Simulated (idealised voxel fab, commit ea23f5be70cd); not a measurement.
The following is a process module called voxel double patterning.
Section cut is 215 nm wide and gridded with 5 nm square cells.
Cross-section layout: square cells on a grid; listed as bands, top to bottom; a band spans one or more cell rows. Per band: top height and bottom height in nm, followed by the left-to-right materials and their widths in nm; "everywhere" marks a single material spanning edge to edge, "blank" marks empty space. Height is counted from the level 0, under which the received wafer is composed throughout of one material. The lowest of the bands is not closed at the bottom but continues downward, in the notation "0 -> down". The width entry "30..40" should be interpreted row by row: the top row of cells in the band takes the first number, the bottom row takes the second number, and the change between adjacent rows is uniform throughout. Step marked "no alterations made"? Then no cell in the cross-section changed in it. What "Voids, enclosed" gives you is every empty space of 8 cells or more that is cut off from the top. Each appears as width x height at distance, with the distance taken from the left edge and width, height and distance all in nm. after a step's settings: what the simulator itself notes on the step. The line of a step may include "overlay nm". On a step with a mask, this value is how far to the right of its planned place the mask lay. A negative value means the mask lay to the left.

Set out below are the planned steps of the process:
- 1: RECEIVE | material Si
- 2: CONFORMAL_DEP | material SiO2 | thk nm 10
- 3: DIRECTIONAL_DEP | material polySi | thk nm 10
- 4: DIRECTIONAL_DEP | material SiN | thk nm 5
- 5: DIRECTIONAL_DEP | material aC | thk nm 15
- 6: PATTERN | tone open | mask id FIRST | material resist | width nm 15 | pitch nm 50 | thk nm 30 | overlay nm -15
- 7: DIRECTIONAL_ETCH | etch materials aC | depth nm 15
- 8: STRIP | etch materials resist
- 9: DIRECTIONAL_ETCH | etch materials SiN | depth nm 5
- 10: STRIP | etch materials aC
- 11: MASKED_ETCH | tone open | mask id SECOND | width nm 15 | etch materials SiN | depth nm 5 | overlay nm 0
- 12: DIRECTIONAL_ETCH | etch materials polySi | depth nm 10
- 13: STRIP | etch materials SiN
varied across the wafers: overlay nm of step 6. The plan shows the first wafer's value. All wafers start alike

This is how the first of several wafers looked in cross-section when it arrived, which is after step 1:
* 0 -> down: Si everywhere
* Voids, enclosed: none

After the module's final step, step 13: the first of several wafers in cross-section:
* 20 -> 10: polySi 60 nm, then blank 15 nm, then polySi 25 nm, then blank 25 nm, then polySi 90 nm
* 10 -> 0: SiO2 everywhere
* 0 -> down: Si everywhere
* Voids, enclosed: none

So this is the cross-section on the last wafer at the end of the module:
* 20 -> 10: polySi 90 nm, then blank 25 nm, then polySi 25 nm, then blank 15 nm, then polySi 60 nm
* 10 -> 0: SiO2 everywhere
* 0 -> down: Si everywhere
* Voids, enclosed: none

For your reference, the table is organized with a row per wafer; each row reflects the wafer at the end of the module, indicating for each material the cells gained (+) or lost (-) since receipt, and thereafter its closed voids:
overlay nm -15; +86 SiO2; +70 polySi; Voids, enclosed: none
overlay nm -10; +86 SiO2; +68 polySi; Voids, enclosed: none
overlay nm -5; +86 SiO2; +68 polySi; Voids, enclosed: none
overlay nm 0; +86 SiO2; +68 polySi; Voids, enclosed: none
overlay nm 5; +86 SiO2; +68 polySi; Voids, enclosed: none
overlay nm 10; +86 SiO2; +68 polySi; Voids, enclosed: none
overlay nm 15; +86 SiO2; +70 polySi; Voids, enclosed: none
